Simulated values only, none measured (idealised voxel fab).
The following process module bears the name voxel spacer lines.
Section shown: cut. Width: 210 nm. Cell size: 5 nm, square.
This document writes a cross-section as a grid whose cells are square, and gives it as bands, listed from the top down; one or more rows of cells form a band.
Each band's line starts with the height of the band's top and of its bottom, in nm. Then come its materials from left to right, each with its width in nm. One material with "all across" fills the band from edge to edge. "air" is empty space.
Measure heights from 0. That's the level where, below it, the as-received wafer is all one material. The lowest band is bottomless and extends downward; write it as in "0 nm and below".
Read "30 to 40" as a graded width: first number on top, second number at the bottom, same change between each pair of neighbouring rows.
The cross-section has no changed cell in any step marked "changes: none".
Entry "Sealed void inventory" = empty spaces >= 8 cells with no open way to the top; each as width x height at distance, distance from left edge, all nm.
It should be noted that, on the line of a given step, the content following the step's settings is a remark produced by the simulator itself with respect to that step.
Steps that use a mask can have "overlay nm" on their line. It says how far the mask sat to the right of where it was meant to be. Negative means to the left.
Steps planned for the process:
1 RECEIVE,material Si
2 CONFORMAL_DEP,material Al2O3,thk nm 5
3 DIRECTIONAL_DEP,material polySi,thk nm 15
4 DIRECTIONAL_DEP,material aC,thk nm 20
5 PATTERN,tone cover,mask id MANDREL,material resist,width nm 15,pitch nm 60,thk nm 25,overlay nm 0
6 DIRECTIONAL_ETCH,etch materials aC,depth nm 20
7 STRIP,etch materials resist
8 CONFORMAL_DEP,material SiO2,thk nm 15
9 DIRECTIONAL_ETCH,etch materials SiO2,depth nm 15
10 STRIP,etch materials aC
11 DIRECTIONAL_ETCH,etch materials polySi,depth nm 15
12 STRIP,etch materials SiO2
13 FILL_DEP,material SiO2,thk nm 10
14 CMP,height nm 20
Cross-section of the wafer at receipt, which is the condition after step 1:
0 nm and below: Si all across
Sealed void inventory: none
Cross-sectional view of the first of the two wafers upon completion of the module, processed in accordance with the plan:
20 nm to 5 nm: 50 of SiO2  15 of polySi  15 of SiO2  15 of polySi  15 of SiO2  15 of polySi  15 of SiO2  15 of polySi  55 of SiO2
5 nm to 0 nm: Al2O3 all across
0 nm and below: Si all across
Sealed void inventory: none
Module end: cross-section of wafer two of two. Same start and process plan as the first wafer. One mistake during execution:
20 nm to 5 nm: 45 of SiO2  15 of polySi  25 of SiO2  15 of polySi  5 of SiO2  15 of polySi  25 of SiO2  15 of polySi  50 of SiO2
5 nm to 0 nm: Al2O3 all across
0 nm and below: Si all across
Sealed void inventory: none
What broke from the plan during processing? step 5 ran differently from the plan; actual operation with settings: PATTERN,tone cover,mask id MANDREL,material resist,width nm 25,pitch nm 60,thk nm 25,overlay nm 0
at the end the second wafer has, in cells: as many of each material as the first, in other places
